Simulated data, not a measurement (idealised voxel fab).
process module | voxel fin reveal
It is cross-section cut that appears here, measuring 240 nm in width, its square cells being 5 nm in size.
In this document a cross-section is written as a grid of square cells. It is given as a series of bands, listed from the top down, and a band is one or more rows of cells. Heights first: top, then bottom, in nm. Then materials, left to right, each with a width in nm. "full width" on a single material: fills the band edge to edge. "empty": empty space. Where do heights start? At 0: under that level the wafer as delivered is made of one material only. And the lowest band has no floor; it just carries on downward, as in "0 -> down". Width spec "30..40" -> top row of cells at first value, bottom row at second value, equal per-row change in between. "identical to before" after a step means that no cell of the cross-section changed. Internal closed voids: empty space of 8 cells or more with no open way to the top, each as width x height at its distance from the left edge, in nm. On each step's line, the part that comes after the settings is the simulator's own comment on the step. Each step line may optionally specify "overlay nm", which for a step with a mask gives the rightward distance between the mask's planned place and where it lay, a negative value indicating the leftward direction.
# The steps planned for the process are as follows
| 1 | op RECEIVE | material Si |
| 2 | op CONFORMAL_DEP | material SiN | thk nm 5 |
| 3 | op DIRECTIONAL_DEP | material aC | thk nm 15 |
| 4 | op PATTERN | tone cover | mask id FINS | material resist | width nm 15 | pitch nm 45 | thk nm 35 | overlay nm 0 |
| 5 | op DIRECTIONAL_ETCH | etch materials aC | depth nm 15 |
| 6 | op STRIP | etch materials resist |
| 7 | op DIRECTIONAL_ETCH | etch materials SiN | depth nm 5 |
| 8 | op DIRECTIONAL_ETCH | etch materials Si | depth nm 35 |
| 9 | op STRIP | etch materials aC |
| 10 | op FILL_DEP | material SiO2 | thk nm 15 |
| 11 | op CMP | height nm 5 |
| 12 | op SELECTIVE_ETCH | etch materials SiO2 | depth nm 30 |
| 13 | op STRIP | etch materials SiN |
| 14 | op CONFORMAL_DEP | material HfO2 | thk nm 5 |
# Cross-section of the wafer as it came to us, i.e., already through step 1
    0 -> down: Si full width
    Internal closed voids: none
# First wafer of two, sectioned at end of module; run went per plan
    5 -> 0: empty 60 | HfO2 25 | empty 20 | HfO2 25 | empty 20 | HfO2 25 | empty 65
    0 -> -20: empty 60 | HfO2 5 | Si 15 | HfO2 5 | empty 20 | HfO2 5 | Si 15 | HfO2 5 | empty 20 | HfO2 5 | Si 15 | HfO2 5 | empty 65
    -20 -> -25: HfO2 65 | Si 15 | HfO2 30 | Si 15 | HfO2 30 | Si 15 | HfO2 70
    -25 -> -35: SiO2 65 | Si 15 | SiO2 30 | Si 15 | SiO2 30 | Si 15 | SiO2 70
    -35 -> down: Si full width
    Internal closed voids: none
# Cross-section, wafer two of two, end of module: same start and plan as wafer one, one error in execution
    5 -> 0: empty 55 | HfO2 35 | empty 10 | HfO2 35 | empty 10 | HfO2 35 | empty 60
    0 -> -20: empty 55 | HfO2 5 | Si 25 | HfO2 5 | empty 10 | HfO2 5 | Si 25 | HfO2 5 | empty 10 | HfO2 5 | Si 25 | HfO2 5 | empty 60
    -20 -> -25: HfO2 60 | Si 25 | HfO2 20 | Si 25 | HfO2 20 | Si 25 | HfO2 65
    -25 -> -35: SiO2 60 | Si 25 | SiO2 20 | Si 25 | SiO2 20 | Si 25 | SiO2 65
    -35 -> down: Si full width
    Internal closed voids: none
Finding, execution versus plan: heads up, step 4 didn't go per plan, it actually ran as op PATTERN | tone cover | mask id FINS | material resist | width nm 25 | pitch nm 45 | thk nm 35 | overlay nm 0
At the finish, the second wafer shows more or fewer cells for some materials than the first does: Si +42; SiO2 -12
